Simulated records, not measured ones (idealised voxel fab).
process module | voxel transistor to metal
cross-section cut | 160 nm wide | cells 5 nm
A cross-section is a grid of square cells, given in bands from the top down. A band is one or more rows of cells.
Each band's line starts with the height of the band's top and of its bottom, in nm. Then come its materials from left to right, each with its width in nm. One material with "throughout" fills the band from edge to edge. "air" is empty space.
Height 0 is the level under which the wafer as received is all one material. The lowest band goes on downwards, as in "0 down".
A width such as "30 to 40" changes by the same amount from each row of cells to the next, from the band's top row to its bottom row.
"no change" after a step means that no cell of the cross-section changed.
closed voids: empty space of 8 cells or more with no open way to the top, each as width x height at its distance from the left edge, in nm
after a step's settings: what the simulator itself notes on the step
overlay nm, on a step with a mask: how far to the right of its planned place the mask lay; to the left if negative
plan
1 op RECEIVE | material Si
2 op CONFORMAL_DEP | material SiO2 | thk nm 5
3 op CONFORMAL_DEP | material SiN | thk nm 10
4 op PATTERN | tone cover | mask id ACTIVE | material resist | width nm 100 | thk nm 20 | overlay nm 0
5 op DIRECTIONAL_ETCH | etch materials SiN | depth nm 10
6 op DIRECTIONAL_ETCH | etch materials SiO2 | depth nm 5
7 op DIRECTIONAL_ETCH | etch materials Si | depth nm 30
8 op STRIP | etch materials resist
9 op OXIDIZE | depth nm 5
10 op FILL_DEP | material SiO2 | thk nm 15
11 op CMP | height nm 15
12 op SELECTIVE_ETCH | etch materials SiO2 | depth nm 5
13 op STRIP | etch materials SiN
14 op SELECTIVE_ETCH | etch materials SiO2 | depth nm 5
15 op OXIDIZE | depth nm 5
16 op DIRECTIONAL_DEP | material polySi | thk nm 25
17 op DIRECTIONAL_DEP | material SiCN | thk nm 15
18 op DIRECTIONAL_DEP | material aC | thk nm 15
19 op PATTERN | tone cover | mask id GATE | material resist | width nm 30 | thk nm 30 | overlay nm 0
20 op DIRECTIONAL_ETCH | etch materials aC | depth nm 15
21 op STRIP | etch materials resist
22 op DIRECTIONAL_ETCH | etch materials SiCN | depth nm 25
23 op DIRECTIONAL_ETCH | etch materials polySi | depth nm 35
24 op STRIP | etch materials aC
25 op CONFORMAL_DEP | material SiN | thk nm 5
26 op DIRECTIONAL_ETCH | etch materials SiN | depth nm 5
27 op DIRECTIONAL_ETCH | etch materials SiO2 | depth nm 5
28 op DIRECTIONAL_ETCH | etch materials Si | depth nm 15
29 op EPI | material pSi | thk nm 15
30 op FILL_DEP | material SiO2 | thk nm 10
31 op CMP | height nm 25
32 op STRIP | etch materials polySi
33 op SELECTIVE_ETCH | etch materials SiO2 | depth nm 5
34 op CONFORMAL_DEP | material HfO2 | thk nm 5
35 op CONFORMAL_DEP | material TiN | thk nm 5
36 op FILL_DEP | material W | thk nm 5
37 op CMP | height nm 20
38 op DIRECTIONAL_DEP | material SiO2 | thk nm 10
39 op MASKED_ETCH | tone open | mask id CONTACT | width nm 15 | pitch nm 75 | etch materials SiO2 | depth nm 35 | overlay nm 0
40 op CONFORMAL_DEP | material TiN | thk nm 5
41 op FILL_DEP | material Ru | thk nm 5
42 op CMP | height nm 30
43 op CONFORMAL_DEP | material SiN | thk nm 5
44 op DIRECTIONAL_DEP | material SiO2 | thk nm 25
45 op PATTERN | tone open | mask id METAL_1 | material resist | width nm 15 | pitch nm 75 | thk nm 20 | overlay nm 0
46 op DIRECTIONAL_ETCH | etch materials SiO2 | depth nm 25
47 op DIRECTIONAL_ETCH | etch materials SiN | depth nm 5
48 op STRIP | etch materials resist
49 op CONFORMAL_DEP | material TiN | thk nm 5
50 op FILL_DEP | material Cu | thk nm 10
51 op CMP | height nm 60
52 op EPI | material Ru | thk nm 5
53 op FILL_DEP | material SiCN | thk nm 5
as received, after step 1
  0 down: Si throughout
  closed voids: none
a wafer at the end: this start, this plan, one mistake
  70 to 65: SiCN throughout
  65 to 60: SiCN 30 | Ru 25 | SiCN 50 | Ru 25 | SiCN 30
  60 to 35: SiO2 35 | TiN 5 | Cu 5 | TiN 5 | SiO2 60 | TiN 5 | Cu 5 | TiN 5 | SiO2 35
  35 to 30: SiN 35 | TiN 15 | SiN 60 | TiN 15 | SiN 35
  30 to 20: SiO2 35 | TiN 5 | Ru 5 | TiN 5 | SiO2 60 | TiN 5 | Ru 5 | TiN 5 | SiO2 35
  20 to 15: SiO2 35 | TiN 5 | Ru 5 | TiN 5 | SiO2 10 | SiN 5 | HfO2 5 | TiN 5 | W 10 | TiN 5 | HfO2 5 | SiN 5 | SiO2 10 | TiN 5 | Ru 5 | TiN 5 | SiO2 35
  15 to 10: SiO2 35 | TiN 15 | SiO2 10 | SiN 5 | HfO2 5 | TiN 5 | W 10 | TiN 5 | HfO2 5 | SiN 5 | SiO2 10 | TiN 15 | SiO2 35
  10 to 5: SiO2 35 | TiN 10 | pSi 15 | SiN 5 | HfO2 5 | TiN 5 | W 10 | TiN 5 | HfO2 5 | SiN 5 | pSi 15 | TiN 10 | SiO2 35
  5 to 0: SiO2 20 | SiN 5 | SiO2 5 | pSi 30 | SiN 5 | HfO2 5 | TiN 20 | HfO2 5 | SiN 5 | pSi 30 | SiO2 5 | SiN 5 | SiO2 20
  0 to -5: SiO2 20 | SiN 5 | SiO2 5 | SiN 5 | pSi 25 | HfO2 40 | pSi 25 | SiN 5 | SiO2 5 | SiN 5 | SiO2 20
  -5 to -10: SiO2 40 | pSi 20 | Si 40 | pSi 20 | SiO2 40
  -10 to -20: SiO2 35 | Si 5 | pSi 20 | Si 40 | pSi 20 | Si 5 | SiO2 35
  -20 to -35: SiO2 35 | Si 90 | SiO2 35
  -35 down: Si throughout
  closed voids: none
what went wrong: steps 12 and 13 were swapped
